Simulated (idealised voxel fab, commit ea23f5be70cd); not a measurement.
The process module presented herein is designated voxel tone inversion.
The cross-section shown here is cut; it is 225 nm wide and divided into square cells measuring 5 nm on a side.
A cross-section is a grid of square cells, given in bands from the top down. A band is one or more rows of cells. A band entry consists of two parts. The first gives the height of the band's top and the height of its bottom, in nm. The rest lists the band's materials from left to right, each with its width in nm. A single material labelled with the word "everywhere" fills the band from edge to edge, and the word "air" marks empty space. Ref level 0: as-received wafer is one material below here. Bottom band extends down with no lower bound ("0 nm and below"). Graded width ("30 to 40"): value in top row of band = first number; value in bottom row = second number; row-to-row change constant. Where a step carries "nothing altered", the cross-section came out of it unchanged, cell for cell. "Closed internal voids" - sealed voids, min. 8 cells, no opening to top; format: width x height at distance (distance from left edge; nm throughout). Where a step's line continues beyond its settings, the continuation is a remark by the simulator itself on that step. Among the settings permitted on a step's line is "overlay nm"; applied to a step with a mask, it specifies the extent to which the mask lay to the right of its planned position, whereas a negative figure signifies a position to the left.
This section lists the process steps that were planned
1 RECEIVE [material Si]
2 CONFORMAL_DEP [material SiCN] [thk nm 5]
3 DIRECTIONAL_DEP [material polySi] [thk nm 15]
4 PATTERN [tone cover] [mask id POSTS] [material resist] [width nm 25] [pitch nm 50] [thk nm 20] [overlay nm 0]
5 DIRECTIONAL_ETCH [etch materials polySi] [depth nm 15]
6 STRIP [etch materials resist]
7 FILL_DEP [material lowk] [thk nm 10]
8 CMP [height nm 20]
9 STRIP [etch materials polySi]
As received (post step 1): cross-section
- 0 nm and below: Si everywhere
- Closed internal voids: none
Cross-sectional result after module completion. Note: starting condition and plan are unchanged from above; one processing mistake was made
- 20 nm to 15 nm: 25 of lowk  25 of air  25 of lowk  25 of air  25 of lowk  25 of air  25 of lowk  25 of air  25 of lowk
- 15 nm to 0 nm: SiCN everywhere
- 0 nm and below: Si everywhere
- Closed internal voids: none
The mistake made against the process plan was this: step 2 ran differently from the plan; actual operation with settings: CONFORMAL_DEP [material SiCN] [thk nm 15]
